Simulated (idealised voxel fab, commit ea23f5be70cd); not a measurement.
Proc. module: voxel self aligned contacts
Each square cell in cross-section cut measures 5 nm, and the section as a whole is 270 nm wide.
A cross-section is a grid of square cells, given in bands from the top down. A band is one or more rows of cells.
Heads up on the band format: heights come first, top then bottom, in nm. After that it's the materials left to right, each with its width in nm. A single material flagged "all across" fills the whole band edge to edge, and "air" means there's empty space there.
All heights in this document are referenced to 0, defined as the level beneath which the wafer, as received, consists entirely of one material. The lowest band is not bounded below; it extends indefinitely downward and is written in the form "0 nm and below".
It should be noted that a width expressed as "30..40" varies in equal increments from row to row of cells within the band, taking the value of the first number at the top row and that of the second number at the bottom row.
Step marked "stayed the same"? Then no cell in the cross-section changed in it.
"Closed void inventory" contains a list of empty spaces, each no smaller than 8 cells and without an open way to the top, written in the form width x height at distance with the distance from the left edge and all three in nm.
Note: text after step settings on the step line = simulator remark on that step.
overlay nm: right-of-plan distance of the mask on a masked step; negative values mean left-of-plan.

### Process steps - plan
1: RECEIVE | material Si
2: OXIDIZE | depth nm 5
3: DIRECTIONAL_DEP | material polySi | thk nm 25
4: DIRECTIONAL_DEP | material SiN | thk nm 20
5: PATTERN | tone cover | mask id GATE | material resist | width nm 25 | pitch nm 70 | thk nm 20 | overlay nm 0
6: DIRECTIONAL_ETCH | etch materials SiN | depth nm 20
7: DIRECTIONAL_ETCH | etch materials polySi | depth nm 25
8: STRIP | etch materials resist
9: CONFORMAL_DEP | material SiN | thk nm 10
10: DIRECTIONAL_ETCH | etch materials SiN | depth nm 10
11: FILL_DEP | material SiO2 | thk nm 10
12: CMP | height nm 50
13: PATTERN | tone open | mask id CONTACT | material resist | width nm 55 | pitch nm 70 | thk nm 15 | overlay nm 0
14: DIRECTIONAL_ETCH | etch materials SiO2 | depth nm 55
15: STRIP | etch materials resist
16: CONFORMAL_DEP | material TiN | thk nm 5
17: FILL_DEP | material W | thk nm 10
18: CMP | height nm 50
19: CONFORMAL_DEP | material SiN | thk nm 5

### Wafer at receipt (post step 1), cross-section
  0 nm and below  Si all across
  Closed void inventory: none

### Sectioned view, first of two wafers, at the close of the module, processed as intended in the plan
  55 nm to 50 nm  SiN all across
  50 nm to 45 nm  SiO2 (70) / TiN (20) / W (15) / TiN (20) / SiO2 (15) / TiN (20) / W (15) / TiN (20) / SiO2 (75)
  45 nm to 25 nm  SiO2 (40) / SiN (45) / TiN (5) / W (15) / TiN (5) / SiN (45) / TiN (5) / W (15) / TiN (5) / SiN (45) / SiO2 (45)
  25 nm to 0 nm  SiO2 (40) / SiN (10) / polySi (25) / SiN (10) / TiN (5) / W (15) / TiN (5) / SiN (10) / polySi (25) / SiN (10) / TiN (5) / W (15) / TiN (5) / SiN (10) / polySi (25) / SiN (10) / SiO2 (45)
  0 nm to -5 nm  SiO2 (85) / TiN (25) / SiO2 (45) / TiN (25) / SiO2 (90)
  -5 nm and below  Si all across
  Closed void inventory: none

### Cross-section of the latter of the two wafers at module completion. It had an identical start and an identical plan to the former; in running it, one mistake was made
  55 nm to 50 nm  SiN all across
  50 nm to 30 nm  SiO2 (40) / SiN (10) / polySi (25) / SiN (10) / TiN (5) / W (15) / TiN (5) / SiN (10) / polySi (25) / SiN (10) / TiN (5) / W (15) / TiN (5) / SiN (10) / polySi (25) / SiN (10) / SiO2 (45)
  30 nm to 25 nm  SiO2 (40) / SiN (10) / polySi (25) / SiN (10) / TiN (25) / SiN (10) / polySi (25) / SiN (10) / TiN (25) / SiN (10) / polySi (25) / SiN (10) / SiO2 (45)
  25 nm to 0 nm  polySi all across
  0 nm to -5 nm  SiO2 all across
  -5 nm and below  Si all across
  Closed void inventory: none
Want to know what went wrong? in the plan, step 3 was performed twice
Wafer comparison, final, in cells, second relative to first, materials more or fewer: 108 fewer of SiN, 90 fewer of SiO2, 36 fewer of TiN, 36 fewer of W, 270 more of polySi
